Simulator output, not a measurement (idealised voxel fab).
Process module in this document: voxel self aligned contacts
This is section cut - it's 295 nm across, gridded in 5 nm square cells.
Heads up, the way a cross-section reads in here is a grid of square cells, handed over as bands from the top down, with every band being one or more rows of cells. What a band's entry tells you: where the top is and where the bottom is, as heights in nm, and after that what lies inside, material by material from left to right, each with its width in nm. Empty space is written as the word "blank", and a single material marked with the word "all across" occupies the band from edge to edge. Height 0 is the level under which the wafer as received is all one material. The lowest band goes on downwards, as in "top 0, no bottom". Top row gets the first number, bottom row gets the second, and each row in between changes by the same step: that is how a band width like "30->40" works. The cross-section has no changed cell in any step marked "nothing changed". You'll see "Closed void listing" listing empty spaces that have no way open to the top, as long as they're 8 cells or more; the notation is width x height at distance, where the distance is from the left edge, and all of it is in nm. Formally, on a step line, whatever follows the settings is a remark that the simulator itself makes on the step. On any step carrying a mask, the "overlay nm" setting, if present on the step's line, tells how far right of its planned place the mask lay; negative values point to the left.
Set out below are the planned steps of the process:
- 1: op RECEIVE | material Si
- 2: op OXIDIZE | depth nm 5
- 3: op DIRECTIONAL_DEP | material polySi | thk nm 30
- 4: op DIRECTIONAL_DEP | material SiN | thk nm 20
- 5: op DIRECTIONAL_DEP | material aC | thk nm 10
- 6: op PATTERN | tone cover | mask id GATE | material resist | width nm 25 | pitch nm 50 | thk nm 25 | overlay nm 0
- 7: op DIRECTIONAL_ETCH | etch materials aC | depth nm 10
- 8: op STRIP | etch materials resist
- 9: op DIRECTIONAL_ETCH | etch materials SiN | depth nm 20
- 10: op DIRECTIONAL_ETCH | etch materials polySi | depth nm 30
- 11: op STRIP | etch materials aC
- 12: op CONFORMAL_DEP | material SiN | thk nm 5
- 13: op DIRECTIONAL_ETCH | etch materials SiN | depth nm 5
- 14: op FILL_DEP | material SiO2 | thk nm 15
- 15: op CMP | height nm 60
- 16: op DIRECTIONAL_DEP | material aC | thk nm 15
- 17: op PATTERN | tone open | mask id CONTACT | material resist | width nm 35 | pitch nm 50 | thk nm 30 | overlay nm 0
- 18: op DIRECTIONAL_ETCH | etch materials aC | depth nm 15
- 19: op STRIP | etch materials resist
- 20: op DIRECTIONAL_ETCH | etch materials SiO2 | depth nm 65
- 21: op STRIP | etch materials aC
- 22: op CONFORMAL_DEP | material TiN | thk nm 5
- 23: op FILL_DEP | material Ru | thk nm 5
- 24: op CMP | height nm 60
- 25: op CONFORMAL_DEP | material SiN | thk nm 5
Cross-section of the incoming wafer, state after step 1:
* top 0, no bottom | Si all across
* Closed void listing: none
Figure: cross-sectional view of the wafer upon completion of the module, processed from the initial state and according to the plan depicted above, with one error introduced during execution:
* top 65, bottom 60 | SiN all across
* top 60, bottom 55 | 105 nm SiO2 | 5 nm TiN | 25 nm Ru | 5 nm TiN | 15 nm SiO2 | 5 nm TiN | 25 nm Ru | 5 nm TiN | 105 nm SiO2
* top 55, bottom 50 | 105 nm SiO2 | 35 nm TiN | 15 nm SiO2 | 35 nm TiN | 105 nm SiO2
* top 50, bottom 30 | 75 nm SiO2 | 45 nm SiN | 5 nm TiN | 45 nm SiN | 5 nm TiN | 45 nm SiN | 75 nm SiO2
* top 30, bottom 0 | 75 nm SiO2 | 5 nm SiN | 35 nm polySi | 5 nm SiN | 5 nm TiN | 5 nm SiN | 35 nm polySi | 5 nm SiN | 5 nm TiN | 5 nm SiN | 35 nm polySi | 5 nm SiN | 75 nm SiO2
* top 0, bottom -5 | 120 nm SiO2 | 5 nm TiN | 45 nm SiO2 | 5 nm TiN | 120 nm SiO2
* top -5, no bottom | Si all across
* Closed void listing: none
Plan not followed: step 6: run off-plan, actual operation and settings op PATTERN | tone cover | mask id GATE | material resist | width nm 35 | pitch nm 50 | thk nm 25 | overlay nm 0
